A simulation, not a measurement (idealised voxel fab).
The process module that follows is named voxel transistor to metal.
It is cross-section cut that appears here, measuring 215 nm in width, its square cells being 5 nm in size.
When this document writes out a cross-section, it uses a grid of square cells and lists it as bands, beginning at the top and moving down, with a band standing for one or more rows of cells. Top height, bottom height, nm. Materials left to right, width each, nm. Single material + "edge to edge" = fills band edge to edge. "empty" = empty. Heads up on the height convention: 0 is the point under which the incoming wafer is all one material, and the lowest band has no bottom, it just keeps going down, like "0 down". A width given as "30->40" starts at the first number in the band's top row and ends at the second number in its bottom row, shifting by an equal amount at every step from row to row. Where a step carries "stayed the same", the cross-section came out of it unchanged, cell for cell. The entry "Fully sealed voids" lists the empty spaces that cover at least 8 cells and have no open path to the top. Each is written as width x height at distance, where the distance is measured from the left edge and all three values are in nm. Where a step's line continues beyond its settings, the continuation is a remark by the simulator itself on that step. overlay nm: right-of-plan distance of the mask on a masked step; negative values mean left-of-plan. From here on the document is pairs. In a pair, the cross-section before one process step comes with the cross-section after it, and the latter goes no deeper than the lowest band that changed. What lies in between, the step and its settings, is written under the pair. A pair may be from a different run of this module on the same starting wafer than the pair above it, so it continues from that pair only where its entry headed "Prior to processing" says so.
Prior to processing:
30 to 20: 90 empty | 5 SiN | 25 SiCN | 5 SiN | 90 empty
20 to 5: 90 empty | 5 SiN | 25 polySi | 5 SiN | 90 empty
5 to 0: 45 empty | 5 SiN | 40 empty | 5 SiN | 25 polySi | 5 SiN | 40 empty | 5 SiN | 45 empty
0 to -5: 45 SiO2 | 5 SiN | 5 empty | 5 SiN | 30 nSi | 35 SiO2 | 30 nSi | 5 SiN | 5 empty | 5 SiN | 45 SiO2
-5 to -10: 45 SiO2 | 5 SiN | 5 empty | 5 SiN | 5 SiO2 | 85 Si | 5 SiO2 | 5 SiN | 5 empty | 5 SiN | 45 SiO2
-10 to -15: 50 SiO2 | 5 empty | 10 SiO2 | 85 Si | 10 SiO2 | 5 empty | 50 SiO2
-15 to -30: 60 SiO2 | 95 Si | 60 SiO2
-30 down: Si edge to edge
Fully sealed voids: none
Post-Process Section:
40 to 30: SiO2 edge to edge
30 to 20: 90 SiO2 | 5 SiN | 25 SiCN | 5 SiN | 90 SiO2
20 to 5: 90 SiO2 | 5 SiN | 25 polySi | 5 SiN | 90 SiO2
5 to 0: 45 SiO2 | 5 SiN | 40 SiO2 | 5 SiN | 25 polySi | 5 SiN | 40 SiO2 | 5 SiN | 45 SiO2
0 to -5: 45 SiO2 | 5 SiN | 5 SiO2 | 5 SiN | 30 nSi | 35 SiO2 | 30 nSi | 5 SiN | 5 SiO2 | 5 SiN | 45 SiO2
-5 to -10: 45 SiO2 | 5 SiN | 5 SiO2 | 5 SiN | 5 SiO2 | 85 Si | 5 SiO2 | 5 SiN | 5 SiO2 | 5 SiN | 45 SiO2
-10 to -15: 65 SiO2 | 85 Si | 65 SiO2
Rest of section, below -15: as before.
Fully sealed voids: none
Can you say which step sits between the two cross-sections above? op FILL_DEP | material SiO2 | thk nm 10
Prior to processing: nothing new to draw here, it's the after view of the pair just above.
Post-Process Section:
30 to 20: 90 SiO2 | 5 SiN | 25 SiCN | 5 SiN | 90 SiO2
Rest of section, below 20: as before.
Fully sealed voids: none
Can you say which step sits between the two cross-sections above? op CMP | height nm 30
Prior to processing: nothing new to draw here, it's the after view of the pair just above.
Post-Process Section:
40 to 30: SiO2 edge to edge
Rest of section, below 30: as before.
Fully sealed voids: none
Can you say which step sits between the two cross-sections above? op DIRECTIONAL_DEP | material SiO2 | thk nm 10
Prior to processing: nothing new to draw here, it's the after view of the pair just above.
Post-Process Section:
40 to 30: 65 SiO2 | 15 empty | 55 SiO2 | 15 empty | 65 SiO2
30 to 20: 65 SiO2 | 15 empty | 10 SiO2 | 5 SiN | 25 SiCN | 5 SiN | 10 SiO2 | 15 empty | 65 SiO2
20 to 5: 65 SiO2 | 15 empty | 10 SiO2 | 5 SiN | 25 polySi | 5 SiN | 10 SiO2 | 15 empty | 65 SiO2
5 to 0: 45 SiO2 | 5 SiN | 15 SiO2 | 15 empty | 10 SiO2 | 5 SiN | 25 polySi | 5 SiN | 10 SiO2 | 15 empty | 15 SiO2 | 5 SiN | 45 SiO2
Rest of section, below 0: as before.
Fully sealed voids: none
Can you say which step sits between the two cross-sections above? op MASKED_ETCH | tone open | mask id CONTACT | width nm 15 | pitch nm 70 | etch materials SiO2 | depth nm 40 | overlay nm 0
Prior to processing: nothing new to draw here, it's the after view of the pair just above.
Post-Process Section:
45 to 40: 70 TiN | 5 empty | 65 TiN | 5 empty | 70 TiN
40 to 30: 65 SiO2 | 5 TiN | 5 empty | 5 TiN | 55 SiO2 | 5 TiN | 5 empty | 5 TiN | 65 SiO2
30 to 20: 65 SiO2 | 5 TiN | 5 empty | 5 TiN | 10 SiO2 | 5 SiN | 25 SiCN | 5 SiN | 10 SiO2 | 5 TiN | 5 empty | 5 TiN | 65 SiO2
20 to 5: 65 SiO2 | 5 TiN | 5 empty | 5 TiN | 10 SiO2 | 5 SiN | 25 polySi | 5 SiN | 10 SiO2 | 5 TiN | 5 empty | 5 TiN | 65 SiO2
5 to 0: 45 SiO2 | 5 SiN | 15 SiO2 | 15 TiN | 10 SiO2 | 5 SiN | 25 polySi | 5 SiN | 10 SiO2 | 15 TiN | 15 SiO2 | 5 SiN | 45 SiO2
Rest of section, below 0: as before.
Fully sealed voids: none
Can you say which step sits between the two cross-sections above? op CONFORMAL_DEP | material TiN | thk nm 5
Prior to processing: nothing new to draw here, it's the after view of the pair just above.
Post-Process Section:
50 to 45: Ru edge to edge
45 to 40: 70 TiN | 5 Ru | 65 TiN | 5 Ru | 70 TiN
40 to 30: 65 SiO2 | 5 TiN | 5 Ru | 5 TiN | 55 SiO2 | 5 TiN | 5 Ru | 5 TiN | 65 SiO2
30 to 20: 65 SiO2 | 5 TiN | 5 Ru | 5 TiN | 10 SiO2 | 5 SiN | 25 SiCN | 5 SiN | 10 SiO2 | 5 TiN | 5 Ru | 5 TiN | 65 SiO2
20 to 5: 65 SiO2 | 5 TiN | 5 Ru | 5 TiN | 10 SiO2 | 5 SiN | 25 polySi | 5 SiN | 10 SiO2 | 5 TiN | 5 Ru | 5 TiN | 65 SiO2
Rest of section, below 5: as before.
Fully sealed voids: none
Can you say which step sits between the two cross-sections above? op FILL_DEP | material Ru | thk nm 5
Prior to processing: nothing new to draw here, it's the after view of the pair just above.
Post-Process Section:
40 to 30: 65 SiO2 | 5 TiN | 5 Ru | 5 TiN | 55 SiO2 | 5 TiN | 5 Ru | 5 TiN | 65 SiO2
Rest of section, below 30: as before.
Fully sealed voids: none
Can you say which step sits between the two cross-sections above? op CMP | height nm 40
Prior to processing: nothing new to draw here, it's the after view of the pair just above.
Post-Process Section:
45 to 40: TiN edge to edge
Rest of section, below 40: as before.
Fully sealed voids: none
Can you say which step sits between the two cross-sections above? op DIRECTIONAL_DEP | material TiN | thk nm 5
Prior to processing: nothing new to draw here, it's the after view of the pair just above.
Post-Process Section:
65 to 45: W edge to edge
Rest of section, below 45: as before.
Fully sealed voids: none
Can you say which step sits between the two cross-sections above? op DIRECTIONAL_DEP | material W | thk nm 20
Prior to processing: nothing new to draw here, it's the after view of the pair just above.
Post-Process Section:
65 to 45: 65 empty | 15 W | 55 empty | 15 W | 65 empty
Rest of section, below 45: as before.
Fully sealed voids: none
Can you say which step sits between the two cross-sections above? op MASKED_ETCH | tone cover | mask id METAL_1 | width nm 15 | pitch nm 70 | etch materials W | depth nm 20 | overlay nm 0
Prior to processing: nothing new to draw here, it's the after view of the pair just above.
Post-Process Section:
65 to 45: 65 empty | 15 W | 55 empty | 15 W | 65 empty
45 to 40: 65 empty | 15 TiN | 55 empty | 15 TiN | 65 empty
Rest of section, below 40: as before.
Fully sealed voids: none
Can you say which step sits between the two cross-sections above? op MASKED_ETCH | tone cover | mask id METAL_1 | width nm 15 | pitch nm 70 | etch materials TiN | depth nm 5 | overlay nm 0
Prior to processing: nothing new to draw here, it's the after view of the pair just above.
Post-Process Section:
70 to 65: SiO2 edge to edge
65 to 45: 65 SiO2 | 15 W | 55 SiO2 | 15 W | 65 SiO2
45 to 40: 65 SiO2 | 15 TiN | 55 SiO2 | 15 TiN | 65 SiO2
Rest of section, below 40: as before.
Fully sealed voids: none
Can you say which step sits between the two cross-sections above? op FILL_DEP | material SiO2 | thk nm 5
Prior to processing: nothing new to draw here, it's the after view of the pair just above.
Post-Process Section:
65 to 45: 65 SiO2 | 15 W | 55 SiO2 | 15 W | 65 SiO2
Rest of section, below 45: as before.
Fully sealed voids: none
Can you say which step sits between the two cross-sections above? op CMP | height nm 65
Prior to processing: nothing new to draw here, it's the after view of the pair just above.
Post-Process Section:
70 to 65: SiN edge to edge
Rest of section, below 65: as before.
Fully sealed voids: none
Can you say which step sits between the two cross-sections above? op CONFORMAL_DEP | material SiN | thk nm 5
Prior to processing:
70 to 65: SiO2 edge to edge
65 to 45: 65 SiO2 | 15 W | 55 SiO2 | 15 W | 65 SiO2
45 to 40: 65 SiO2 | 15 TiN | 55 SiO2 | 15 TiN | 65 SiO2
40 to 30: 65 SiO2 | 5 TiN | 5 Ru | 5 TiN | 55 SiO2 | 5 TiN | 5 Ru | 5 TiN | 65 SiO2
30 to 20: 65 SiO2 | 5 TiN | 5 Ru | 5 TiN | 10 SiO2 | 5 SiN | 25 SiCN | 5 SiN | 10 SiO2 | 5 TiN | 5 Ru | 5 TiN | 65 SiO2
20 to 5: 65 SiO2 | 5 TiN | 5 Ru | 5 TiN | 10 SiO2 | 5 SiN | 25 polySi | 5 SiN | 10 SiO2 | 5 TiN | 5 Ru | 5 TiN | 65 SiO2
5 to 0: 55 SiO2 | 5 SiN | 5 SiO2 | 15 TiN | 10 SiO2 | 5 SiN | 25 polySi | 5 SiN | 10 SiO2 | 15 TiN | 5 SiO2 | 5 SiN | 55 SiO2
0 to -5: 60 SiO2 | 30 nSi | 35 SiO2 | 30 nSi | 60 SiO2
-5 to -30: 60 SiO2 | 95 Si | 60 SiO2
-30 down: Si edge to edge
Fully sealed voids: none
Post-Process Section:
55 to 45: 65 SiO2 | 15 W | 55 SiO2 | 15 W | 65 SiO2
Rest of section, below 45: as before.
Fully sealed voids: none
Can you say which step sits between the two cross-sections above? op CMP | height nm 55
Prior to processing: nothing new to draw here, it's the after view of the pair just above.
Post-Process Section:
60 to 55: SiN edge to edge
Rest of section, below 55: as before.
Fully sealed voids: none
Can you say which step sits between the two cross-sections above? op CONFORMAL_DEP | material SiN | thk nm 5
Prior to processing:
20 to 5: SiN edge to edge
5 to 0: SiO2 edge to edge
0 down: Si edge to edge
Fully sealed voids: none
Post-Process Section:
40 to 20: 65 empty | 85 resist | 65 empty
Rest of section, below 20: as before.
Fully sealed voids: none
Can you say which step sits between the two cross-sections above? op PATTERN | tone cover | mask id ACTIVE | material resist | width nm 85 | thk nm 20 | overlay nm 0
Prior to processing: nothing new to draw here, it's the after view of the pair just above.
Post-Process Section:
40 to 20: 65 empty | 85 resist | 65 empty
20 to 5: 65 empty | 85 SiN | 65 empty
Rest of section, below 5: as before.
Fully sealed voids: none
Can you say which step sits between the two cross-sections above? op DIRECTIONAL_ETCH | etch materials SiN | depth nm 15
Prior to processing: nothing new to draw here, it's the after view of the pair just above.
Post-Process Section:
40 to 20: 65 empty | 85 resist | 65 empty
20 to 5: 65 empty | 85 SiN | 65 empty
5 to 0: 65 empty | 85 SiO2 | 65 empty
Rest of section, below 0: as before.
Fully sealed voids: none
Can you say which step sits between the two cross-sections above? op DIRECTIONAL_ETCH | etch materials SiO2 | depth nm 5
Prior to processing: nothing new to draw here, it's the after view of the pair just above.
Post-Process Section:
40 to 20: 65 empty | 85 resist | 65 empty
20 to 5: 65 empty | 85 SiN | 65 empty
5 to 0: 65 empty | 85 SiO2 | 65 empty
0 to -30: 65 empty | 85 Si | 65 empty
Rest of section, below -30: as before.
Fully sealed voids: none
Can you say which step sits between the two cross-sections above? op DIRECTIONAL_ETCH | etch materials Si | depth nm 30
Prior to processing: nothing new to draw here, it's the after view of the pair just above.
Post-Process Section:
20 to 5: 65 empty | 85 SiN | 65 empty
Rest of section, below 5: as before.
Fully sealed voids: none
Can you say which step sits between the two cross-sections above? op STRIP | etch materials resist
Prior to processing: nothing new to draw here, it's the after view of the pair just above.
Post-Process Section:
30 to 20: SiO2 edge to edge
20 to 5: 65 SiO2 | 85 SiN | 65 SiO2
5 to 0: SiO2 edge to edge
0 to -30: 65 SiO2 | 85 Si | 65 SiO2
Rest of section, below -30: as before.
Fully sealed voids: none
Can you say which step sits between the two cross-sections above? op FILL_DEP | material SiO2 | thk nm 10
Prior to processing: nothing new to draw here, it's the after view of the pair just above.
Post-Process Section:
20 to 5: 65 SiO2 | 85 SiN | 65 SiO2
Rest of section, below 5: as before.
Fully sealed voids: none
Can you say which step sits between the two cross-sections above? op CMP | height nm 20
Prior to processing: nothing new to draw here, it's the after view of the pair just above.
Post-Process Section:
20 to 10: 65 empty | 85 SiN | 65 empty
Rest of section, below 10: as before.
Fully sealed voids: none
Can you say which step sits between the two cross-sections above? op SELECTIVE_ETCH | etch materials SiO2 | depth nm 10
Prior to processing: nothing new to draw here, it's the after view of the pair just above.
Post-Process Section:
10 to 5: 65 SiO2 | 85 empty | 65 SiO2
Rest of section, below 5: as before.
Fully sealed voids: none
Can you say which step sits between the two cross-sections above? op STRIP | etch materials SiN
Prior to processing: nothing new to draw here, it's the after view of the pair just above.
Post-Process Section:
5 to 0: 60 SiO2 | 95 empty | 60 SiO2
Rest of section, below 0: as before.
Fully sealed voids: none
Can you say which step sits between the two cross-sections above? op SELECTIVE_ETCH | etch materials SiO2 | depth nm 5
Prior to processing: nothing new to draw here, it's the after view of the pair just above.
Post-Process Section:
5 to 0: 60 SiO2 | 95 empty | 60 SiO2
0 to -5: SiO2 edge to edge
Rest of section, below -5: as before.
Fully sealed voids: none
Can you say which step sits between the two cross-sections above? op OXIDIZE | depth nm 5
Prior to processing: nothing new to draw here, it's the after view of the pair just above.
Post-Process Section:
25 to 20: 60 polySi | 95 empty | 60 polySi
20 to 5: polySi edge to edge
5 to 0: 60 SiO2 | 95 polySi | 60 SiO2
Rest of section, below 0: as before.
Fully sealed voids: none
Can you say which step sits between the two cross-sections above? op DIRECTIONAL_DEP | material polySi | thk nm 20
Prior to processing: nothing new to draw here, it's the after view of the pair just above.
Post-Process Section:
35 to 30: 60 SiCN | 95 empty | 60 SiCN
30 to 25: SiCN edge to edge
25 to 20: 60 polySi | 95 SiCN | 60 polySi
Rest of section, below 20: as before.
Fully sealed voids: none
Can you say which step sits between the two cross-sections above? op DIRECTIONAL_DEP | material SiCN | thk nm 10
Prior to processing: nothing new to draw here, it's the after view of the pair just above.
Post-Process Section:
50 to 45: 60 aC | 95 empty | 60 aC
45 to 35: aC edge to edge
35 to 30: 60 SiCN | 95 aC | 60 SiCN
Rest of section, below 30: as before.
Fully sealed voids: none
Can you say which step sits between the two cross-sections above? op DIRECTIONAL_DEP | material aC | thk nm 15
Prior to processing: nothing new to draw here, it's the after view of the pair just above.
Post-Process Section:
85 to 50: 95 empty | 25 resist | 95 empty
50 to 45: 60 aC | 35 empty | 25 resist | 35 empty | 60 aC
Rest of section, below 45: as before.
Fully sealed voids: none
Can you say which step sits between the two cross-sections above? op PATTERN | tone cover | mask id GATE | material resist | width nm 25 | thk nm 35 | overlay nm 0
Prior to processing: nothing new to draw here, it's the after view of the pair just above.
Post-Process Section:
70 to 45: 95 empty | 25 resist | 95 empty
45 to 35: 95 empty | 25 aC | 95 empty
35 to 30: 60 SiCN | 35 empty | 25 aC | 35 empty | 60 SiCN
Rest of section, below 30: as before.
Fully sealed voids: none
Can you say which step sits between the two cross-sections above? op DIRECTIONAL_ETCH | etch materials aC | depth nm 15
Prior to processing: nothing new to draw here, it's the after view of the pair just above.
Post-Process Section:
45 to 35: 95 empty | 25 aC | 95 empty
Rest of section, below 35: as before.
Fully sealed voids: none
Can you say which step sits between the two cross-sections above? op STRIP | etch materials resist
Prior to processing: nothing new to draw here, it's the after view of the pair just above.
Post-Process Section:
45 to 30: 95 empty | 25 aC | 95 empty
30 to 25: 95 empty | 25 SiCN | 95 empty
25 to 20: 60 polySi | 35 empty | 25 SiCN | 35 empty | 60 polySi
Rest of section, below 20: as before.
Fully sealed voids: none
Can you say which step sits between the two cross-sections above? op DIRECTIONAL_ETCH | etch materials SiCN | depth nm 20
Prior to processing: nothing new to draw here, it's the after view of the pair just above.
Post-Process Section:
45 to 30: 95 empty | 25 aC | 95 empty
30 to 20: 95 empty | 25 SiCN | 95 empty
20 to 5: 95 empty | 25 polySi | 95 empty
5 to 0: 60 SiO2 | 35 empty | 25 polySi | 35 empty | 60 SiO2
Rest of section, below 0: as before.
Fully sealed voids: none
Can you say which step sits between the two cross-sections above? op DIRECTIONAL_ETCH | etch materials polySi | depth nm 30
Prior to processing: nothing new to draw here, it's the after view of the pair just above.
Post-Process Section:
30 to 20: 95 empty | 25 SiCN | 95 empty
Rest of section, below 20: as before.
Fully sealed voids: none
Can you say which step sits between the two cross-sections above? op STRIP | etch materials aC
Prior to processing: nothing new to draw here, it's the after view of the pair just above.
Post-Process Section:
35 to 30: 90 empty | 35 SiN | 90 empty
30 to 20: 90 empty | 5 SiN | 25 SiCN | 5 SiN | 90 empty
20 to 10: 90 empty | 5 SiN | 25 polySi | 5 SiN | 90 empty
10 to 5: 65 SiN | 25 empty | 5 SiN | 25 polySi | 5 SiN | 25 empty | 65 SiN
5 to 0: 60 SiO2 | 35 SiN | 25 polySi | 35 SiN | 60 SiO2
Rest of section, below 0: as before.
Fully sealed voids: none
Can you say which step sits between the two cross-sections above? op CONFORMAL_DEP | material SiN | thk nm 5
Prior to processing: nothing new to draw here, it's the after view of the pair just above.
Post-Process Section:
30 to 20: 90 empty | 5 SiN | 25 SiCN | 5 SiN | 90 empty
20 to 5: 90 empty | 5 SiN | 25 polySi | 5 SiN | 90 empty
5 to 0: 60 SiO2 | 5 SiN | 25 empty | 5 SiN | 25 polySi | 5 SiN | 25 empty | 5 SiN | 60 SiO2
Rest of section, below 0: as before.
Fully sealed voids: none
Can you say which step sits between the two cross-sections above? op DIRECTIONAL_ETCH | etch materials SiN | depth nm 5
Prior to processing: nothing new to draw here, it's the after view of the pair just above.
Post-Process Section:
30 to 20: 90 empty | 5 SiN | 25 SiCN | 5 SiN | 90 empty
20 to 5: 90 empty | 5 SiN | 25 polySi | 5 SiN | 90 empty
5 to 0: 60 empty | 5 SiN | 25 empty | 5 SiN | 25 polySi | 5 SiN | 25 empty | 5 SiN | 60 empty
0 to -5: 65 SiO2 | 25 empty | 35 SiO2 | 25 empty | 65 SiO2
Rest of section, below -5: as before.
Fully sealed voids: none
Can you say which step sits between the two cross-sections above? op DIRECTIONAL_ETCH | etch materials SiO2 | depth nm 5
Prior to processing: nothing new to draw here, it's the after view of the pair just above.
Post-Process Section:
30 to 20: 90 empty | 5 SiN | 25 SiCN | 5 SiN | 90 empty
20 to 5: 90 empty | 5 SiN | 25 polySi | 5 SiN | 90 empty
5 to 0: 60 empty | 5 SiN | 25 empty | 5 SiN | 25 polySi | 5 SiN | 25 empty | 5 SiN | 60 empty
0 to -5: 65 SiO2 | 25 nSi | 35 SiO2 | 25 nSi | 65 SiO2
Rest of section, below -5: as before.
Fully sealed voids: none
Can you say which step sits between the two cross-sections above? op EPI | material nSi | thk nm 5
Prior to processing: nothing new to draw here, it's the after view of the pair just above.
Post-Process Section:
40 to 30: SiO2 edge to edge
30 to 20: 90 SiO2 | 5 SiN | 25 SiCN | 5 SiN | 90 SiO2
20 to 5: 90 SiO2 | 5 SiN | 25 polySi | 5 SiN | 90 SiO2
5 to 0: 60 SiO2 | 5 SiN | 25 SiO2 | 5 SiN | 25 polySi | 5 SiN | 25 SiO2 | 5 SiN | 60 SiO2
Rest of section, below 0: as before.
Fully sealed voids: none
Can you say which step sits between the two cross-sections above? op FILL_DEP | material SiO2 | thk nm 10
Prior to processing: nothing new to draw here, it's the after view of the pair just above.
Post-Process Section:
30 to 20: 90 SiO2 | 5 SiN | 25 SiCN | 5 SiN | 90 SiO2
Rest of section, below 20: as before.
Fully sealed voids: none
Can you say which step sits between the two cross-sections above? op CMP | height nm 30
Prior to processing: nothing new to draw here, it's the after view of the pair just above.
Post-Process Section:
40 to 30: SiO2 edge to edge
Rest of section, below 30: as before.
Fully sealed voids: none
Can you say which step sits between the two cross-sections above? op DIRECTIONAL_DEP | material SiO2 | thk nm 10
Prior to processing: nothing new to draw here, it's the after view of the pair just above.
Post-Process Section:
40 to 30: 65 SiO2 | 15 empty | 55 SiO2 | 15 empty | 65 SiO2
30 to 20: 65 SiO2 | 15 empty | 10 SiO2 | 5 SiN | 25 SiCN | 5 SiN | 10 SiO2 | 15 empty | 65 SiO2
20 to 5: 65 SiO2 | 15 empty | 10 SiO2 | 5 SiN | 25 polySi | 5 SiN | 10 SiO2 | 15 empty | 65 SiO2
5 to 0: 60 SiO2 | 5 SiN | 15 empty | 10 SiO2 | 5 SiN | 25 polySi | 5 SiN | 10 SiO2 | 15 empty | 5 SiN | 60 SiO2
Rest of section, below 0: as before.
Fully sealed voids: none
Can you say which step sits between the two cross-sections above? op MASKED_ETCH | tone open | mask id CONTACT | width nm 15 | pitch nm 70 | etch materials SiO2 | depth nm 40 | overlay nm 0
Prior to processing: nothing new to draw here, it's the after view of the pair just above.
Post-Process Section:
45 to 40: 70 TiN | 5 empty | 65 TiN | 5 empty | 70 TiN
40 to 30: 65 SiO2 | 5 TiN | 5 empty | 5 TiN | 55 SiO2 | 5 TiN | 5 empty | 5 TiN | 65 SiO2
30 to 20: 65 SiO2 | 5 TiN | 5 empty | 5 TiN | 10 SiO2 | 5 SiN | 25 SiCN | 5 SiN | 10 SiO2 | 5 TiN | 5 empty | 5 TiN | 65 SiO2
20 to 5: 65 SiO2 | 5 TiN | 5 empty | 5 TiN | 10 SiO2 | 5 SiN | 25 polySi | 5 SiN | 10 SiO2 | 5 TiN | 5 empty | 5 TiN | 65 SiO2
5 to 0: 60 SiO2 | 5 SiN | 15 TiN | 10 SiO2 | 5 SiN | 25 polySi | 5 SiN | 10 SiO2 | 15 TiN | 5 SiN | 60 SiO2
Rest of section, below 0: as before.
Fully sealed voids: none
Can you say which step sits between the two cross-sections above? op CONFORMAL_DEP | material TiN | thk nm 5
Prior to processing: nothing new to draw here, it's the after view of the pair just above.
Post-Process Section:
50 to 45: Ru edge to edge
45 to 40: 70 TiN | 5 Ru | 65 TiN | 5 Ru | 70 TiN
40 to 30: 65 SiO2 | 5 TiN | 5 Ru | 5 TiN | 55 SiO2 | 5 TiN | 5 Ru | 5 TiN | 65 SiO2
30 to 20: 65 SiO2 | 5 TiN | 5 Ru | 5 TiN | 10 SiO2 | 5 SiN | 25 SiCN | 5 SiN | 10 SiO2 | 5 TiN | 5 Ru | 5 TiN | 65 SiO2
20 to 5: 65 SiO2 | 5 TiN | 5 Ru | 5 TiN | 10 SiO2 | 5 SiN | 25 polySi | 5 SiN | 10 SiO2 | 5 TiN | 5 Ru | 5 TiN | 65 SiO2
Rest of section, below 5: as before.
Fully sealed voids: none
Can you say which step sits between the two cross-sections above? op FILL_DEP | material Ru | thk nm 5
Prior to processing: nothing new to draw here, it's the after view of the pair just above.
Post-Process Section:
40 to 30: 65 SiO2 | 5 TiN | 5 Ru | 5 TiN | 55 SiO2 | 5 TiN | 5 Ru | 5 TiN | 65 SiO2
Rest of section, below 30: as before.
Fully sealed voids: none
Can you say which step sits between the two cross-sections above? op CMP | height nm 40
Prior to processing: nothing new to draw here, it's the after view of the pair just above.
Post-Process Section:
45 to 40: TiN edge to edge
Rest of section, below 40: as before.
Fully sealed voids: none
Can you say which step sits between the two cross-sections above? op DIRECTIONAL_DEP | material TiN | thk nm 5
Prior to processing: nothing new to draw here, it's the after view of the pair just above.
Post-Process Section:
65 to 45: W edge to edge
Rest of section, below 45: as before.
Fully sealed voids: none
Can you say which step sits between the two cross-sections above? op DIRECTIONAL_DEP | material W | thk nm 20
Prior to processing: nothing new to draw here, it's the after view of the pair just above.
Post-Process Section:
65 to 45: 65 empty | 15 W | 55 empty | 15 W | 65 empty
Rest of section, below 45: as before.
Fully sealed voids: none
Can you say which step sits between the two cross-sections above? op MASKED_ETCH | tone cover | mask id METAL_1 | width nm 15 | pitch nm 70 | etch materials W | depth nm 20 | overlay nm 0
Prior to processing: nothing new to draw here, it's the after view of the pair just above.
Post-Process Section:
65 to 45: 65 empty | 15 W | 55 empty | 15 W | 65 empty
45 to 40: 65 empty | 15 TiN | 55 empty | 15 TiN | 65 empty
Rest of section, below 40: as before.
Fully sealed voids: none
Can you say which step sits between the two cross-sections above? op MASKED_ETCH | tone cover | mask id METAL_1 | width nm 15 | pitch nm 70 | etch materials TiN | depth nm 5 | overlay nm 0
Prior to processing: nothing new to draw here, it's the after view of the pair just above.
Post-Process Section:
70 to 65: SiO2 edge to edge
65 to 45: 65 SiO2 | 15 W | 55 SiO2 | 15 W | 65 SiO2
45 to 40: 65 SiO2 | 15 TiN | 55 SiO2 | 15 TiN | 65 SiO2
Rest of section, below 40: as before.
Fully sealed voids: none
Can you say which step sits between the two cross-sections above? op FILL_DEP | material SiO2 | thk nm 5
Prior to processing: nothing new to draw here, it's the after view of the pair just above.
Post-Process Section:
65 to 45: 65 SiO2 | 15 W | 55 SiO2 | 15 W | 65 SiO2
Rest of section, below 45: as before.
Fully sealed voids: none
Can you say which step sits between the two cross-sections above? op CMP | height nm 65
Prior to processing: nothing new to draw here, it's the after view of the pair just above.
Post-Process Section:
70 to 65: SiN edge to edge
Rest of section, below 65: as before.
Fully sealed voids: none
Can you say which step sits between the two cross-sections above? op CONFORMAL_DEP | material SiN | thk nm 5
Prior to processing:
65 to 45: W edge to edge
45 to 40: TiN edge to edge
40 to 30: 65 SiO2 | 5 TiN | 5 Ru | 5 TiN | 55 SiO2 | 5 TiN | 5 Ru | 5 TiN | 65 SiO2
30 to 20: 65 SiO2 | 5 TiN | 5 Ru | 5 TiN | 10 SiO2 | 5 SiN | 25 SiCN | 5 SiN | 10 SiO2 | 5 TiN | 5 Ru | 5 TiN | 65 SiO2
20 to 5: 65 SiO2 | 5 TiN | 5 Ru | 5 TiN | 10 SiO2 | 5 SiN | 25 polySi | 5 SiN | 10 SiO2 | 5 TiN | 5 Ru | 5 TiN | 65 SiO2
5 to 0: 55 SiO2 | 5 SiN | 5 SiO2 | 15 TiN | 10 SiO2 | 5 SiN | 25 polySi | 5 SiN | 10 SiO2 | 15 TiN | 5 SiO2 | 5 SiN | 55 SiO2
0 to -5: 60 SiO2 | 30 nSi | 35 SiO2 | 30 nSi | 60 SiO2
-5 to -30: 60 SiO2 | 95 Si | 60 SiO2
-30 down: Si edge to edge
Fully sealed voids: none
Post-Process Section:
65 to 45: 55 empty | 15 W | 55 empty | 15 W | 75 empty
Rest of section, below 45: as before.
Fully sealed voids: none
Can you say which step sits between the two cross-sections above? op MASKED_ETCH | tone cover | mask id METAL_1 | width nm 15 | pitch nm 70 | etch materials W | depth nm 20 | overlay nm -10
Prior to processing: nothing new to draw here, it's the after view of the pair just above.
Post-Process Section:
65 to 45: 55 empty | 15 W | 55 empty | 15 W | 75 empty
45 to 40: 55 empty | 25 TiN | 45 empty | 25 TiN | 65 empty
Rest of section, below 40: as before.
Fully sealed voids: none
Can you say which step sits between the two cross-sections above? op MASKED_ETCH | tone cover | mask id METAL_1 | width nm 15 | pitch nm 70 | etch materials TiN | depth nm 5 | overlay nm 0
Prior to processing: nothing new to draw here, it's the after view of the pair just above.
Post-Process Section:
70 to 65: SiO2 edge to edge
65 to 45: 55 SiO2 | 15 W | 55 SiO2 | 15 W | 75 SiO2
45 to 40: 55 SiO2 | 25 TiN | 45 SiO2 | 25 TiN | 65 SiO2
Rest of section, below 40: as before.
Fully sealed voids: none
Can you say which step sits between the two cross-sections above? op FILL_DEP | material SiO2 | thk nm 5
Prior to processing: nothing new to draw here, it's the after view of the pair just above.
Post-Process Section:
65 to 45: 55 SiO2 | 15 W | 55 SiO2 | 15 W | 75 SiO2
Rest of section, below 45: as before.
Fully sealed voids: none
Can you say which step sits between the two cross-sections above? op CMP | height nm 65
Prior to processing: nothing new to draw here, it's the after view of the pair just above.
Post-Process Section:
70 to 65: SiN edge to edge
Rest of section, below 65: as before.
Fully sealed voids: none
Can you say which step sits between the two cross-sections above? op CONFORMAL_DEP | material SiN | thk nm 5
Prior to processing:
45 to 40: TiN edge to edge
40 to 30: 65 SiO2 | 5 TiN | 5 Ru | 5 TiN | 55 SiO2 | 5 TiN | 5 Ru | 5 TiN | 65 SiO2
30 to 20: 65 SiO2 | 5 TiN | 5 Ru | 5 TiN | 10 SiO2 | 5 SiN | 25 SiCN | 5 SiN | 10 SiO2 | 5 TiN | 5 Ru | 5 TiN | 65 SiO2
20 to 5: 65 SiO2 | 5 TiN | 5 Ru | 5 TiN | 10 SiO2 | 5 SiN | 25 polySi | 5 SiN | 10 SiO2 | 5 TiN | 5 Ru | 5 TiN | 65 SiO2
5 to 0: 55 SiO2 | 5 SiN | 5 SiO2 | 15 TiN | 10 SiO2 | 5 SiN | 25 polySi | 5 SiN | 10 SiO2 | 15 TiN | 5 SiO2 | 5 SiN | 55 SiO2
0 to -5: 60 SiO2 | 30 nSi | 35 SiO2 | 30 nSi | 60 SiO2
-5 to -30: 60 SiO2 | 95 Si | 60 SiO2
-30 down: Si edge to edge
Fully sealed voids: none
Post-Process Section:
65 to 45: Ru edge to edge
Rest of section, below 45: as before.
Fully sealed voids: none
Can you say which step sits between the two cross-sections above? op DIRECTIONAL_DEP | material Ru | thk nm 20
Prior to processing: nothing new to draw here, it's the after view of the pair just above.
Post-Process Section:
70 to 65: SiO2 edge to edge
Rest of section, below 65: as before.
Fully sealed voids: none
Can you say which step sits between the two cross-sections above? op FILL_DEP | material SiO2 | thk nm 5
Prior to processing: nothing new to draw here, it's the after view of the pair just above.
Post-Process Section:
65 to 45: Ru edge to edge
Rest of section, below 45: as before.
Fully sealed voids: none
Can you say which step sits between the two cross-sections above? op CMP | height nm 65
Prior to processing: nothing new to draw here, it's the after view of the pair just above.
Post-Process Section:
70 to 65: SiN edge to edge
Rest of section, below 65: as before.
Fully sealed voids: none
Can you say which step sits between the two cross-sections above? op CONFORMAL_DEP | material SiN | thk nm 5
